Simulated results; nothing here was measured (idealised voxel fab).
process module | voxel gate over fins
cross-section cut | 255 nm wide | cells 5 nm
A cross-section is a grid of square cells, given in bands from the top down. A band is one or more rows of cells.
Each band's line starts with the height of the band's top and of its bottom, in nm. Then come its materials from left to right, each with its width in nm. One material with "throughout" fills the band from edge to edge. "air" is empty space.
Height 0 is the level under which the wafer as received is all one material. The lowest band goes on downwards, as in "0 down".
A width such as "30 to 40" changes by the same amount from each row of cells to the next, from the band's top row to its bottom row.
"no change" after a step means that no cell of the cross-section changed.
closed voids: empty space of 8 cells or more with no open way to the top, each as width x height at its distance from the left edge, in nm
after a step's settings: what the simulator itself notes on the step
overlay nm, on a step with a mask: how far to the right of its planned place the mask lay; to the left if negative
plan
1 op RECEIVE | material Si
2 op CONFORMAL_DEP | material SiN | thk nm 5
3 op PATTERN | tone cover | mask id FINS | material resist | width nm 15 | pitch nm 35 | thk nm 20 | overlay nm 0
4 op DIRECTIONAL_ETCH | etch materials SiN | depth nm 5
5 op DIRECTIONAL_ETCH | etch materials Si | depth nm 40
6 op STRIP | etch materials resist
7 op OXIDIZE | depth nm 5
8 op FILL_DEP | material SiO2 | thk nm 10
9 op CMP | height nm 5
10 op SELECTIVE_ETCH | etch materials SiO2 | depth nm 15
11 op STRIP | etch materials SiN
12 op CONFORMAL_DEP | material HfO2 | thk nm 5
13 op CONFORMAL_DEP | material TiN | thk nm 5
14 op CONFORMAL_DEP | material TiAl | thk nm 5
15 op CONFORMAL_DEP | material TiN | thk nm 5
16 op FILL_DEP | material W | thk nm 15
17 op CMP | height nm 30
18 op CONFORMAL_DEP | material SiCN | thk nm 10
first wafer, as planned
as received, after step 1
  0 down: Si throughout
  closed voids: none
after step 2
  5 to 0: SiN throughout
  below 0: unchanged
after step 3
  25 to 5: air 65 | resist 15 | air 20 | resist 15 | air 20 | resist 15 | air 20 | resist 15 | air 70
  below 5: unchanged
after step 4
  25 to 5: air 65 | resist 15 | air 20 | resist 15 | air 20 | resist 15 | air 20 | resist 15 | air 70
  5 to 0: air 65 | SiN 15 | air 20 | SiN 15 | air 20 | SiN 15 | air 20 | SiN 15 | air 70
  below 0: unchanged
after step 5
  25 to 5: air 65 | resist 15 | air 20 | resist 15 | air 20 | resist 15 | air 20 | resist 15 | air 70
  5 to 0: air 65 | SiN 15 | air 20 | SiN 15 | air 20 | SiN 15 | air 20 | SiN 15 | air 70
  0 to -40: air 65 | Si 15 | air 20 | Si 15 | air 20 | Si 15 | air 20 | Si 15 | air 70
  below -40: unchanged
after step 6
  5 to 0: air 65 | SiN 15 | air 20 | SiN 15 | air 20 | SiN 15 | air 20 | SiN 15 | air 70
  below 0: unchanged
after step 7
  5 to 0: air 65 | SiN 15 | air 20 | SiN 15 | air 20 | SiN 15 | air 20 | SiN 15 | air 70
  0 to -40: air 65 | SiO2 5 | Si 5 | SiO2 5 | air 20 | SiO2 5 | Si 5 | SiO2 5 | air 20 | SiO2 5 | Si 5 | SiO2 5 | air 20 | SiO2 5 | Si 5 | SiO2 5 | air 70
  -40 to -45: SiO2 70 | Si 5 | SiO2 30 | Si 5 | SiO2 30 | Si 5 | SiO2 30 | Si 5 | SiO2 75
  below -45: unchanged
after step 8
  15 to 5: SiO2 throughout
  5 to 0: SiO2 65 | SiN 15 | SiO2 20 | SiN 15 | SiO2 20 | SiN 15 | SiO2 20 | SiN 15 | SiO2 70
  0 to -45: SiO2 70 | Si 5 | SiO2 30 | Si 5 | SiO2 30 | Si 5 | SiO2 30 | Si 5 | SiO2 75
  below -45: unchanged
after step 9
  5 to 0: SiO2 65 | SiN 15 | SiO2 20 | SiN 15 | SiO2 20 | SiN 15 | SiO2 20 | SiN 15 | SiO2 70
  below 0: unchanged
after step 10
  5 to 0: air 65 | SiN 15 | air 20 | SiN 15 | air 20 | SiN 15 | air 20 | SiN 15 | air 70
  0 to -10: air 70 | Si 5 | air 30 | Si 5 | air 30 | Si 5 | air 30 | Si 5 | air 75
  below -10: unchanged
after step 11
  0 to -10: air 70 | Si 5 | air 30 | Si 5 | air 30 | Si 5 | air 30 | Si 5 | air 75
  below -10: unchanged
after step 12
  5 to 0: air 65 | HfO2 15 | air 20 | HfO2 15 | air 20 | HfO2 15 | air 20 | HfO2 15 | air 70
  0 to -5: air 65 | HfO2 5 | Si 5 | HfO2 5 | air 20 | HfO2 5 | Si 5 | HfO2 5 | air 20 | HfO2 5 | Si 5 | HfO2 5 | air 20 | HfO2 5 | Si 5 | HfO2 5 | air 70
  -5 to -10: HfO2 70 | Si 5 | HfO2 30 | Si 5 | HfO2 30 | Si 5 | HfO2 30 | Si 5 | HfO2 75
  below -10: unchanged
after step 13
  10 to 5: air 60 | TiN 25 | air 10 | TiN 25 | air 10 | TiN 25 | air 10 | TiN 25 | air 65
  5 to 0: air 60 | TiN 5 | HfO2 15 | TiN 5 | air 10 | TiN 5 | HfO2 15 | TiN 5 | air 10 | TiN 5 | HfO2 15 | TiN 5 | air 10 | TiN 5 | HfO2 15 | TiN 5 | air 65
  0 to -5: TiN 65 | HfO2 5 | Si 5 | HfO2 5 | TiN 20 | HfO2 5 | Si 5 | HfO2 5 | TiN 20 | HfO2 5 | Si 5 | HfO2 5 | TiN 20 | HfO2 5 | Si 5 | HfO2 5 | TiN 70
  below -5: unchanged
after step 14
  15 to 10: air 55 | TiAl 140 | air 60
  10 to 5: air 55 | TiAl 5 | TiN 25 | TiAl 10 | TiN 25 | TiAl 10 | TiN 25 | TiAl 10 | TiN 25 | TiAl 5 | air 60
  5 to 0: TiAl 60 | TiN 5 | HfO2 15 | TiN 5 | TiAl 10 | TiN 5 | HfO2 15 | TiN 5 | TiAl 10 | TiN 5 | HfO2 15 | TiN 5 | TiAl 10 | TiN 5 | HfO2 15 | TiN 5 | TiAl 65
  below 0: unchanged
after step 15
  20 to 15: air 50 | TiN 150 | air 55
  15 to 10: air 50 | TiN 5 | TiAl 140 | TiN 5 | air 55
  10 to 5: TiN 55 | TiAl 5 | TiN 25 | TiAl 10 | TiN 25 | TiAl 10 | TiN 25 | TiAl 10 | TiN 25 | TiAl 5 | TiN 60
  below 5: unchanged
after step 16
  35 to 20: W throughout
  20 to 15: W 50 | TiN 150 | W 55
  15 to 10: W 50 | TiN 5 | TiAl 140 | TiN 5 | W 55
  below 10: unchanged
after step 17
  30 to 20: W throughout
  below 20: unchanged
after step 18
  40 to 30: SiCN throughout
  below 30: unchanged
second wafer: like start, like plan, one mistake. Through step 12 it matches the first wafer
when step 13 should have ended
  10 to 5: air 60 | TiAl 25 | air 10 | TiAl 25 | air 10 | TiAl 25 | air 10 | TiAl 25 | air 65
  5 to 0: air 60 | TiAl 5 | HfO2 15 | TiAl 5 | air 10 | TiAl 5 | HfO2 15 | TiAl 5 | air 10 | TiAl 5 | HfO2 15 | TiAl 5 | air 10 | TiAl 5 | HfO2 15 | TiAl 5 | air 65
  0 to -5: TiAl 65 | HfO2 5 | Si 5 | HfO2 5 | TiAl 20 | HfO2 5 | Si 5 | HfO2 5 | TiAl 20 | HfO2 5 | Si 5 | HfO2 5 | TiAl 20 | HfO2 5 | Si 5 | HfO2 5 | TiAl 70
  below -5: unchanged
when step 14 should have ended
  15 to 5: air 55 | TiAl 140 | air 60
  5 to 0: TiAl 65 | HfO2 15 | TiAl 20 | HfO2 15 | TiAl 20 | HfO2 15 | TiAl 20 | HfO2 15 | TiAl 70
  below 0: unchanged
when step 15 should have ended
  20 to 15: air 50 | TiN 150 | air 55
  15 to 10: air 50 | TiN 5 | TiAl 140 | TiN 5 | air 55
  10 to 5: TiN 55 | TiAl 140 | TiN 60
  below 5: unchanged
when step 16 should have ended
  35 to 20: W throughout
  20 to 15: W 50 | TiN 150 | W 55
  15 to 10: W 50 | TiN 5 | TiAl 140 | TiN 5 | W 55
  below 10: unchanged
when step 17 should have ended
  30 to 20: W throughout
  below 20: unchanged
when step 18 should have ended
  40 to 30: SiCN throughout
  below 30: unchanged
what went wrong: step 13 ran as: op CONFORMAL_DEP | material TiAl | thk nm 5
at the end the second wafer has, in cells: 67 more of TiAl | 67 fewer of TiN
